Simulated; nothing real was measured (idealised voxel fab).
process module | voxel gate over fins
cross-section cut | 170 nm wide | cells 5 nm
A cross-section is a grid of square cells, given in bands from the top down. A band is one or more rows of cells.
Each band's line starts with the height of the band's top and of its bottom, in nm. Then come its materials from left to right, each with its width in nm. One material with "throughout" fills the band from edge to edge. "air" is empty space.
Height 0 is the level under which the wafer as received is all one material. The lowest band goes on downwards, as in "0 down".
A width such as "30 to 40" changes by the same amount from each row of cells to the next, from the band's top row to its bottom row.
"no change" after a step means that no cell of the cross-section changed.
closed voids: empty space of 8 cells or more with no open way to the top, each as width x height at its distance from the left edge, in nm
after a step's settings: what the simulator itself notes on the step
overlay nm, on a step with a mask: how far to the right of its planned place the mask lay; to the left if negative
plan
1 op RECEIVE | material Si
2 op CONFORMAL_DEP | material SiN | thk nm 5
3 op DIRECTIONAL_DEP | material aC | thk nm 10
4 op PATTERN | tone cover | mask id FINS | material resist | width nm 15 | pitch nm 60 | thk nm 25 | overlay nm 0
5 op DIRECTIONAL_ETCH | etch materials aC | depth nm 10
6 op STRIP | etch materials resist
7 op DIRECTIONAL_ETCH | etch materials SiN | depth nm 5
8 op DIRECTIONAL_ETCH | etch materials Si | depth nm 30
9 op STRIP | etch materials aC
10 op OXIDIZE | depth nm 5
11 op FILL_DEP | material SiO2 | thk nm 5
12 op CMP | height nm 5
13 op DIRECTIONAL_DEP | material aC | thk nm 15
14 op PATTERN | tone open | mask id RAIL | material resist | width nm 15 | thk nm 30 | overlay nm 0
15 op DIRECTIONAL_ETCH | etch materials aC | depth nm 15
16 op STRIP | etch materials resist
17 op DIRECTIONAL_ETCH | etch materials SiO2 | depth nm 30
18 op STRIP | etch materials aC
19 op CONFORMAL_DEP | material TiN | thk nm 5
20 op FILL_DEP | material W | thk nm 10
21 op CMP | height nm 5
22 op SELECTIVE_ETCH | etch materials W Ru TiN | depth nm 25
23 op FILL_DEP | material SiO2 | thk nm 5
24 op CMP | height nm 5
25 op SELECTIVE_ETCH | etch materials SiO2 | depth nm 20
26 op STRIP | etch materials SiN
27 op CONFORMAL_DEP | material HfO2 | thk nm 5
28 op CONFORMAL_DEP | material TiN | thk nm 5
29 op FILL_DEP | material W | thk nm 10
30 op CMP | height nm 15
31 op CONFORMAL_DEP | material SiCN | thk nm 10
as received, after step 1
  0 down: Si throughout
  closed voids: none
a wafer at the end: this start, this plan, one mistake
  25 to 15: SiCN throughout
  15 to 10: W throughout
  10 to 5: W 10 | HfO2 25 | W 35 | HfO2 25 | W 35 | HfO2 25 | W 15
  5 to 0: W 10 | HfO2 5 | TiN 15 | HfO2 5 | W 35 | HfO2 5 | TiN 15 | HfO2 5 | W 35 | HfO2 5 | TiN 15 | HfO2 5 | W 15
  0 to -5: W 10 | HfO2 5 | TiN 5 | Si 5 | TiN 5 | HfO2 5 | W 35 | HfO2 5 | TiN 5 | Si 5 | TiN 5 | HfO2 5 | W 35 | HfO2 5 | TiN 5 | Si 5 | TiN 5 | HfO2 5 | W 15
  -5 to -10: HfO2 15 | TiN 5 | Si 5 | TiN 5 | HfO2 45 | TiN 5 | Si 5 | TiN 5 | HfO2 45 | TiN 5 | Si 5 | TiN 5 | HfO2 20
  -10 to -15: TiN 20 | Si 5 | TiN 55 | Si 5 | TiN 55 | Si 5 | TiN 25
  -15 to -20: SiO2 20 | Si 5 | SiO2 55 | Si 5 | SiO2 55 | Si 5 | SiO2 25
  -20 to -25: SiO2 20 | Si 5 | SiO2 20 | TiN 15 | SiO2 20 | Si 5 | SiO2 55 | Si 5 | SiO2 25
  -25 to -35: SiO2 20 | Si 5 | SiO2 55 | Si 5 | SiO2 55 | Si 5 | SiO2 25
  -35 down: Si throughout
  closed voids: none
what went wrong: steps 27 and 28 were swapped
